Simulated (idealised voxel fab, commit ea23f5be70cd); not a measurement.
Process module under the name voxel capacitor over wiring
Cross-sectional view cut (width: 160 nm; square cell size: 5 nm).
This document writes a cross-section as a grid whose cells are square, and gives it as bands, listed from the top down; one or more rows of cells form a band. The band entry comprises the height of the band's top followed by the height of its bottom, expressed in nm, and subsequently the band's materials from left to right, each stated together with its width in nm. Where a single material is marked with the word "edge to edge", that material fills the band from edge to edge. The word "blank" represents empty space. Zero point of the height axis is 0; under it, received wafer = one material. Lowest band: continues down indefinitely, "from 0 down". Quick explanation for "30 to 40": the width changes in equal steps down the rows of cells, from the first number in the band's top row to the second number in its bottom row. A step reported as "nothing different" is a step in which no cell of the cross-section changed. "Completely sealed voids" specifies each empty space that is not open to the top and that occupies no fewer than 8 cells, using the form width x height at distance, the distance measured from the left edge and all three quantities in nm. after a step's settings: what the simulator itself notes on the step. overlay nm, on a step with a mask: how far to the right of its planned place the mask lay; to the left if negative.
## Planned step list for the process
1,RECEIVE with material Si
2,CONFORMAL_DEP with material SiO2, thk nm 10
3,CONFORMAL_DEP with material SiCN, thk nm 5
4,DIRECTIONAL_DEP with material lowk, thk nm 15
5,PATTERN with tone open, mask id METAL_1, material resist, width nm 20, pitch nm 85, thk nm 20, overlay nm 0
6,DIRECTIONAL_ETCH with etch materials lowk, depth nm 15
7,DIRECTIONAL_ETCH with etch materials SiCN, depth nm 5
8,STRIP with etch materials resist
9,CONFORMAL_DEP with material TiN, thk nm 5
10,FILL_DEP with material Cu, thk nm 5
11,CMP with height nm 30
12,EPI with material Ru, thk nm 5
13,FILL_DEP with material SiCN, thk nm 5
14,DIRECTIONAL_DEP with material lowk, thk nm 10
15,PATTERN with tone open, mask id PLUG_1, material resist, width nm 15, thk nm 15, overlay nm 0
16,DIRECTIONAL_ETCH with etch materials lowk, depth nm 10
17,DIRECTIONAL_ETCH with etch materials SiCN, depth nm 5
18,STRIP with etch materials resist
19,EPI with material Ru, thk nm 10
20,EPI with material Ru, thk nm 5
21,DIRECTIONAL_DEP with material TiN, thk nm 10
22,DIRECTIONAL_DEP with material SiN, thk nm 5
23,DIRECTIONAL_DEP with material TiN, thk nm 5
24,MASKED_ETCH with tone cover, mask id UPPER_PLATE, width nm 70, etch materials TiN, depth nm 5, overlay nm 0
25,MASKED_ETCH with tone cover, mask id UPPER_PLATE, width nm 70, etch materials SiN, depth nm 5, overlay nm 0
26,PATTERN with tone cover, mask id LOWER_PLATE, material resist, width nm 80, thk nm 15, overlay nm 0
27,DIRECTIONAL_ETCH with etch materials TiN, depth nm 10
28,STRIP with etch materials resist
29,FILL_DEP with material SiO2, thk nm 15
30,CMP with height nm 80
31,MASKED_ETCH with tone open, mask id PLUG_2, width nm 15, etch materials SiO2, depth nm 10, overlay nm 0
32,CONFORMAL_DEP with material TiN, thk nm 5
33,FILL_DEP with material W, thk nm 10
34,CMP with height nm 80
35,CONFORMAL_DEP with material SiN, thk nm 5
## Cross-section of the incoming wafer, state after step 1
- from 0 down: Si edge to edge
- Completely sealed voids: none
## Look at the cross-section after the module: the wafer started out the way shown above and the plan was the one shown above, yet one mistake was made along the way
- from 85 to 80: SiN edge to edge
- from 80 to 75: SiO2: 40 | TiN: 5 | W: 5 | TiN: 5 | SiO2: 105
- from 75 to 65: SiO2: 40 to 30 | TiN: 15 to 70 | SiO2: 105 to 60
- from 65 to 60: SiO2: 30 | SiN: 70 | SiO2: 60
- from 60 to 50: SiO2: 30 | TiN: 80 | SiO2: 50
- from 50 to 40: lowk: 30 | Ru: 15 | lowk: 115
- from 40 to 35: SiCN: 30 | Ru: 15 | SiCN: 115
- from 35 to 30: SiCN: 20 | Ru: 30 | SiCN: 55 | Ru: 30 | SiCN: 25
- from 30 to 15: lowk: 25 | TiN: 5 | Cu: 10 | TiN: 5 | lowk: 65 | TiN: 5 | Cu: 10 | TiN: 5 | lowk: 30
- from 15 to 10: SiCN: 25 | TiN: 20 | SiCN: 65 | TiN: 20 | SiCN: 30
- from 10 to 0: SiO2 edge to edge
- from 0 down: Si edge to edge
- Completely sealed voids: none
Which mistake was made when the wafer was run? contrary to plan, step 26 was performed as PATTERN with tone cover, mask id LOWER_PLATE, material resist, width nm 80, thk nm 15, overlay nm 5
